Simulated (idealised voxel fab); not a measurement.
The process module presented herein is designated voxel self aligned vias.
145 nm wide, 5 nm square cells: that's cross-section cut.
For the purposes of this document, a cross-section shall be understood as a grid of square cells, specified as bands listed in top-to-bottom order, each band consisting of one or more rows of cells.
Heights first: top, then bottom, in nm. Then materials, left to right, each with a width in nm. "edge to edge" on a single material: fills the band edge to edge. "blank": empty space.
Heights from 0 (as-received wafer is one material below). Bottom band endless downward, as "top 0, no bottom".
Read "30->40" as a graded width: first number on top, second number at the bottom, same change between each pair of neighbouring rows.
Any step labelled "no alterations made" changed none of the cells in the cross-section.
Look at "Trapped cavities" for the closed voids: empty spaces with no open path to the top, sized 8 cells or up. Each is width x height at distance, distance from the left edge, all nm.
Text after the settings on a step's line: the simulator's own remark on that step.
Regarding "overlay nm": on a step with a mask, it is the distance the mask lay to the right of its planned place; a negative value places it to the left.

-- Steps planned for the process
1) RECEIVE: material Si
2) CONFORMAL_DEP: material SiO2, thk nm 15
3) CONFORMAL_DEP: material SiCN, thk nm 5
4) DIRECTIONAL_DEP: material lowk, thk nm 25
5) MASKED_ETCH: tone open, mask id LINES, width nm 25, pitch nm 65, etch materials lowk, depth nm 25, overlay nm 0
6) CONFORMAL_DEP: material TiN, thk nm 5
7) FILL_DEP: material Ru, thk nm 5
8) CMP: height nm 45
9) SELECTIVE_ETCH: etch materials W Ru TiN, depth nm 10
10) FILL_DEP: material SiN, thk nm 5
11) CMP: height nm 45
12) DIRECTIONAL_DEP: material lowk, thk nm 20
13) DIRECTIONAL_DEP: material aC, thk nm 15
14) PATTERN: tone open, mask id VIAS, material resist, width nm 45, thk nm 35, overlay nm 0
15) DIRECTIONAL_ETCH: etch materials aC, depth nm 15
16) STRIP: etch materials resist
17) DIRECTIONAL_ETCH: etch materials lowk, depth nm 20
18) DIRECTIONAL_ETCH: etch materials SiN, depth nm 10
19) STRIP: etch materials aC
20) CONFORMAL_DEP: material TiN, thk nm 5
21) FILL_DEP: material W, thk nm 10
22) CMP: height nm 65
23) CONFORMAL_DEP: material SiN, thk nm 5

-- The first wafer of two, processed as planned

-- The cross-section here shows the wafer as received, i.e. in its state after step 1
	top 0, no bottom  Si edge to edge
	Trapped cavities: none

-- Upon completion of step 2, the wafer appears in cross-section as shown
	top 15, bottom 0  SiO2 edge to edge
	below 0: unchanged

-- Upon completion of step 3, the wafer appears in cross-section as shown
	top 20, bottom 15  SiCN edge to edge
	below 15: unchanged

-- Upon completion of step 4, the wafer appears in cross-section as shown
	top 45, bottom 20  lowk edge to edge
	below 20: unchanged

-- Upon completion of step 5, the wafer appears in cross-section as shown
	top 45, bottom 20  25 of lowk  25 of blank  40 of lowk  25 of blank  30 of lowk
	below 20: unchanged

-- Upon completion of step 6, the wafer appears in cross-section as shown
	top 50, bottom 45  30 of TiN  15 of blank  50 of TiN  15 of blank  35 of TiN
	top 45, bottom 25  25 of lowk  5 of TiN  15 of blank  5 of TiN  40 of lowk  5 of TiN  15 of blank  5 of TiN  30 of lowk
	top 25, bottom 20  25 of lowk  25 of TiN  40 of lowk  25 of TiN  30 of lowk
	below 20: unchanged

-- Upon completion of step 7, the wafer appears in cross-section as shown
	top 55, bottom 50  Ru edge to edge
	top 50, bottom 45  30 of TiN  15 of Ru  50 of TiN  15 of Ru  35 of TiN
	top 45, bottom 25  25 of lowk  5 of TiN  15 of Ru  5 of TiN  40 of lowk  5 of TiN  15 of Ru  5 of TiN  30 of lowk
	below 25: unchanged

-- Upon completion of step 8, the wafer appears in cross-section as shown
	top 45, bottom 25  25 of lowk  5 of TiN  15 of Ru  5 of TiN  40 of lowk  5 of TiN  15 of Ru  5 of TiN  30 of lowk
	below 25: unchanged

-- Upon completion of step 9, the wafer appears in cross-section as shown
	top 45, bottom 35  25 of lowk  25 of blank  40 of lowk  25 of blank  30 of lowk
	below 35: unchanged

-- Upon completion of step 10, the wafer appears in cross-section as shown
	top 50, bottom 45  SiN edge to edge
	top 45, bottom 35  25 of lowk  25 of SiN  40 of lowk  25 of SiN  30 of lowk
	below 35: unchanged

-- Upon completion of step 11, the wafer appears in cross-section as shown
	top 45, bottom 35  25 of lowk  25 of SiN  40 of lowk  25 of SiN  30 of lowk
	below 35: unchanged

-- Upon completion of step 12, the wafer appears in cross-section as shown
	top 65, bottom 45  lowk edge to edge
	below 45: unchanged

-- Upon completion of step 13, the wafer appears in cross-section as shown
	top 80, bottom 65  aC edge to edge
	below 65: unchanged

-- Upon completion of step 14, the wafer appears in cross-section as shown
	top 115, bottom 80  15 of resist  45 of blank  85 of resist
	below 80: unchanged

-- Upon completion of step 15, the wafer appears in cross-section as shown
	top 100, bottom 80  15 of resist  45 of blank  85 of resist
	top 80, bottom 65  15 of aC  45 of blank  85 of aC
	below 65: unchanged

-- Upon completion of step 16, the wafer appears in cross-section as shown
	top 80, bottom 65  15 of aC  45 of blank  85 of aC
	below 65: unchanged

-- Upon completion of step 17, the wafer appears in cross-section as shown
	top 80, bottom 65  15 of aC  45 of blank  85 of aC
	top 65, bottom 45  15 of lowk  45 of blank  85 of lowk
	below 45: unchanged

-- Upon completion of step 18, the wafer appears in cross-section as shown
	top 80, bottom 65  15 of aC  45 of blank  85 of aC
	top 65, bottom 45  15 of lowk  45 of blank  85 of lowk
	top 45, bottom 35  25 of lowk  25 of blank  40 of lowk  25 of SiN  30 of lowk
	below 35: unchanged

-- Upon completion of step 19, the wafer appears in cross-section as shown
	top 65, bottom 45  15 of lowk  45 of blank  85 of lowk
	below 45: unchanged

-- Upon completion of step 20, the wafer appears in cross-section as shown
	top 70, bottom 65  20 of TiN  35 of blank  90 of TiN
	top 65, bottom 50  15 of lowk  5 of TiN  35 of blank  5 of TiN  85 of lowk
	top 50, bottom 45  15 of lowk  15 of TiN  15 of blank  15 of TiN  85 of lowk
	top 45, bottom 40  25 of lowk  5 of TiN  15 of blank  5 of TiN  40 of lowk  25 of SiN  30 of lowk
	top 40, bottom 35  25 of lowk  25 of TiN  40 of lowk  25 of SiN  30 of lowk
	below 35: unchanged

-- Upon completion of step 21, the wafer appears in cross-section as shown
	top 80, bottom 70  W edge to edge
	top 70, bottom 65  20 of TiN  35 of W  90 of TiN
	top 65, bottom 50  15 of lowk  5 of TiN  35 of W  5 of TiN  85 of lowk
	top 50, bottom 45  15 of lowk  15 of TiN  15 of W  15 of TiN  85 of lowk
	top 45, bottom 40  25 of lowk  5 of TiN  15 of W  5 of TiN  40 of lowk  25 of SiN  30 of lowk
	below 40: unchanged

-- Upon completion of step 22, the wafer appears in cross-section as shown
	top 65, bottom 50  15 of lowk  5 of TiN  35 of W  5 of TiN  85 of lowk
	below 50: unchanged

-- Upon completion of step 23, the wafer appears in cross-section as shown
	top 70, bottom 65  SiN edge to edge
	below 65: unchanged

-- Second wafer: same start and same plan as the first, one execution error; identical to the first through step 19

-- Second wafer, sectioned view, at step 20's planned end time
	top 70, bottom 65  20 of SiO2  35 of blank  90 of SiO2
	top 65, bottom 50  15 of lowk  5 of SiO2  35 of blank  5 of SiO2  85 of lowk
	top 50, bottom 45  15 of lowk  15 of SiO2  15 of blank  15 of SiO2  85 of lowk
	top 45, bottom 40  25 of lowk  5 of SiO2  15 of blank  5 of SiO2  40 of lowk  25 of SiN  30 of lowk
	top 40, bottom 35  25 of lowk  25 of SiO2  40 of lowk  25 of SiN  30 of lowk
	below 35: unchanged

-- Second wafer, sectioned view, at step 21's planned end time
	top 80, bottom 70  W edge to edge
	top 70, bottom 65  20 of SiO2  35 of W  90 of SiO2
	top 65, bottom 50  15 of lowk  5 of SiO2  35 of W  5 of SiO2  85 of lowk
	top 50, bottom 45  15 of lowk  15 of SiO2  15 of W  15 of SiO2  85 of lowk
	top 45, bottom 40  25 of lowk  5 of SiO2  15 of W  5 of SiO2  40 of lowk  25 of SiN  30 of lowk
	below 40: unchanged

-- Second wafer, sectioned view, at step 22's planned end time
	top 65, bottom 50  15 of lowk  5 of SiO2  35 of W  5 of SiO2  85 of lowk
	below 50: unchanged

-- Second wafer, sectioned view, at step 23's planned end time
	top 70, bottom 65  SiN edge to edge
	below 65: unchanged
Want to know what went wrong? note that step 20 departed from the planned setting and was carried out as CONFORMAL_DEP: material SiO2, thk nm 5
Once processing is complete, comparing cell counts shows that the second wafer has more or fewer of certain materials than the first: SiO2: 19 more | TiN: 19 fewer
